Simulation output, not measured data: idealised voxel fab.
Module name: voxel double patterning (process module)
For reference, the cross-section in this document is cut, with width 255 nm and square cells of 5 nm.
A cross-section is a grid of square cells, given in bands from the top down. A band is one or more rows of cells. Band entry format. Leading values: height of top, height of bottom, nm. Remainder: materials in left-to-right order, each with its width in nm. Special words: "edge to edge" on a single material, which then fills the band edge to edge; "empty", empty space. Convention: height 0 is the level below which the wafer, as received, is all one material. The lowest band does not terminate at the bottom but continues downward, represented as "from 0 down". A two-number width, for instance "30..40", indicates that the width is equal to the first number in the top row of the band and to the second number in the bottom row, and that it changes by a constant amount per row of cells. "no modifications" means the step left every cell of the cross-section as it was. Closed void inventory: empty space of 8 cells or more with no open way to the top, each as width x height at its distance from the left edge, in nm. Note: text after step settings on the step line = simulator remark on that step. Steps that use a mask can have "overlay nm" on their line. It says how far the mask sat to the right of where it was meant to be. Negative means to the left.

The following list gives the planned process steps
1 RECEIVE, material Si
2 CONFORMAL_DEP, material SiO2, thk nm 5
3 DIRECTIONAL_DEP, material W, thk nm 15
4 DIRECTIONAL_DEP, material SiCN, thk nm 10
5 DIRECTIONAL_DEP, material aC, thk nm 15
6 PATTERN, tone open, mask id FIRST, material resist, width nm 15, pitch nm 50, thk nm 30, overlay nm 0
7 DIRECTIONAL_ETCH, etch materials aC, depth nm 15
8 STRIP, etch materials resist
9 DIRECTIONAL_ETCH, etch materials SiCN, depth nm 10
10 STRIP, etch materials aC
11 PATTERN, tone open, mask id SECOND, material resist, width nm 15, thk nm 20, overlay nm 0
12 DIRECTIONAL_ETCH, etch materials SiCN, depth nm 10
13 STRIP, etch materials resist
14 DIRECTIONAL_ETCH, etch materials W, depth nm 15
15 STRIP, etch materials SiCN

So, the first of our two wafers, run just as we planned it

Wafer cross-section on receipt, i.e. after step 1
> from 0 down | Si edge to edge
> Closed void inventory: none

After step 2, in cross-section
> from 5 to 0 | SiO2 edge to edge
> Nothing below the height 0 has changed.

After step 3, in cross-section
> from 20 to 5 | W edge to edge
> Nothing below the height 5 has changed.

After step 4, in cross-section
> from 30 to 20 | SiCN edge to edge
> Nothing below the height 20 has changed.

After step 5, in cross-section
> from 45 to 30 | aC edge to edge
> Nothing below the height 30 has changed.

After step 6, in cross-section
> from 75 to 45 | 95 of resist | 15 of empty | 35 of resist | 15 of empty | 95 of resist
> Nothing below the height 45 has changed.

After step 7, in cross-section
> from 60 to 45 | 95 of resist | 15 of empty | 35 of resist | 15 of empty | 95 of resist
> from 45 to 30 | 95 of aC | 15 of empty | 35 of aC | 15 of empty | 95 of aC
> Nothing below the height 30 has changed.

After step 8, in cross-section
> from 45 to 30 | 95 of aC | 15 of empty | 35 of aC | 15 of empty | 95 of aC
> Nothing below the height 30 has changed.

After step 9, in cross-section
> from 45 to 30 | 95 of aC | 15 of empty | 35 of aC | 15 of empty | 95 of aC
> from 30 to 20 | 95 of SiCN | 15 of empty | 35 of SiCN | 15 of empty | 95 of SiCN
> Nothing below the height 20 has changed.

After step 10, in cross-section
> from 30 to 20 | 95 of SiCN | 15 of empty | 35 of SiCN | 15 of empty | 95 of SiCN
> Nothing below the height 20 has changed.

After step 11, in cross-section
> from 50 to 30 | 120 of resist | 15 of empty | 120 of resist
> from 30 to 20 | 95 of SiCN | 15 of resist | 35 of SiCN | 15 of resist | 95 of SiCN
> Nothing below the height 20 has changed.

After step 12, in cross-section
> from 50 to 30 | 120 of resist | 15 of empty | 120 of resist
> from 30 to 20 | 95 of SiCN | 15 of resist | 10 of SiCN | 15 of empty | 10 of SiCN | 15 of resist | 95 of SiCN
> Nothing below the height 20 has changed.

After step 13, in cross-section
> from 30 to 20 | 95 of SiCN | 15 of empty | 10 of SiCN | 15 of empty | 10 of SiCN | 15 of empty | 95 of SiCN
> Nothing below the height 20 has changed.

After step 14, in cross-section
> from 30 to 20 | 95 of SiCN | 15 of empty | 10 of SiCN | 15 of empty | 10 of SiCN | 15 of empty | 95 of SiCN
> from 20 to 5 | 95 of W | 15 of empty | 10 of W | 15 of empty | 10 of W | 15 of empty | 95 of W
> Nothing below the height 5 has changed.

After step 15, in cross-section
> from 20 to 5 | 95 of W | 15 of empty | 10 of W | 15 of empty | 10 of W | 15 of empty | 95 of W
> Nothing below the height 5 has changed.

The second wafer began exactly as the first did and followed the same plan, but one mistake was made while running it; through step 2 inclusive, the two wafers are identical

Second wafer cross-section, taken as of the time the plan sets for step 3 to be done
> from 10 to 5 | W edge to edge
> Nothing below the height 5 has changed.

Second wafer cross-section, taken as of the time the plan sets for step 4 to be done
> from 20 to 10 | SiCN edge to edge
> Nothing below the height 10 has changed.

Second wafer cross-section, taken as of the time the plan sets for step 5 to be done
> from 35 to 20 | aC edge to edge
> Nothing below the height 20 has changed.

Second wafer cross-section, taken as of the time the plan sets for step 6 to be done
> from 65 to 35 | 95 of resist | 15 of empty | 35 of resist | 15 of empty | 95 of resist
> Nothing below the height 35 has changed.

Second wafer cross-section, taken as of the time the plan sets for step 7 to be done
> from 50 to 35 | 95 of resist | 15 of empty | 35 of resist | 15 of empty | 95 of resist
> from 35 to 20 | 95 of aC | 15 of empty | 35 of aC | 15 of empty | 95 of aC
> Nothing below the height 20 has changed.

Second wafer cross-section, taken as of the time the plan sets for step 8 to be done
> from 35 to 20 | 95 of aC | 15 of empty | 35 of aC | 15 of empty | 95 of aC
> Nothing below the height 20 has changed.

Second wafer cross-section, taken as of the time the plan sets for step 9 to be done
> from 35 to 20 | 95 of aC | 15 of empty | 35 of aC | 15 of empty | 95 of aC
> from 20 to 10 | 95 of SiCN | 15 of empty | 35 of SiCN | 15 of empty | 95 of SiCN
> Nothing below the height 10 has changed.

Second wafer cross-section, taken as of the time the plan sets for step 10 to be done
> from 20 to 10 | 95 of SiCN | 15 of empty | 35 of SiCN | 15 of empty | 95 of SiCN
> Nothing below the height 10 has changed.

Second wafer cross-section, taken as of the time the plan sets for step 11 to be done
> from 40 to 20 | 120 of resist | 15 of empty | 120 of resist
> from 20 to 10 | 95 of SiCN | 15 of resist | 35 of SiCN | 15 of resist | 95 of SiCN
> Nothing below the height 10 has changed.

Second wafer cross-section, taken as of the time the plan sets for step 12 to be done
> from 40 to 20 | 120 of resist | 15 of empty | 120 of resist
> from 20 to 10 | 95 of SiCN | 15 of resist | 10 of SiCN | 15 of empty | 10 of SiCN | 15 of resist | 95 of SiCN
> Nothing below the height 10 has changed.

Second wafer cross-section, taken as of the time the plan sets for step 13 to be done
> from 20 to 10 | 95 of SiCN | 15 of empty | 10 of SiCN | 15 of empty | 10 of SiCN | 15 of empty | 95 of SiCN
> Nothing below the height 10 has changed.

Second wafer cross-section, taken as of the time the plan sets for step 14 to be done
> from 20 to 10 | 95 of SiCN | 15 of empty | 10 of SiCN | 15 of empty | 10 of SiCN | 15 of empty | 95 of SiCN
> from 10 to 5 | 95 of W | 15 of empty | 10 of W | 15 of empty | 10 of W | 15 of empty | 95 of W
> Nothing below the height 5 has changed.

Second wafer cross-section, taken as of the time the plan sets for step 15 to be done
> from 10 to 5 | 95 of W | 15 of empty | 10 of W | 15 of empty | 10 of W | 15 of empty | 95 of W
> Nothing below the height 5 has changed.
What broke from the plan during processing? contrary to plan, step 3 was performed as DIRECTIONAL_DEP, material W, thk nm 5
Heads up, by the end the second wafer has more or fewer cells of some materials compared to the first: 84 fewer of W
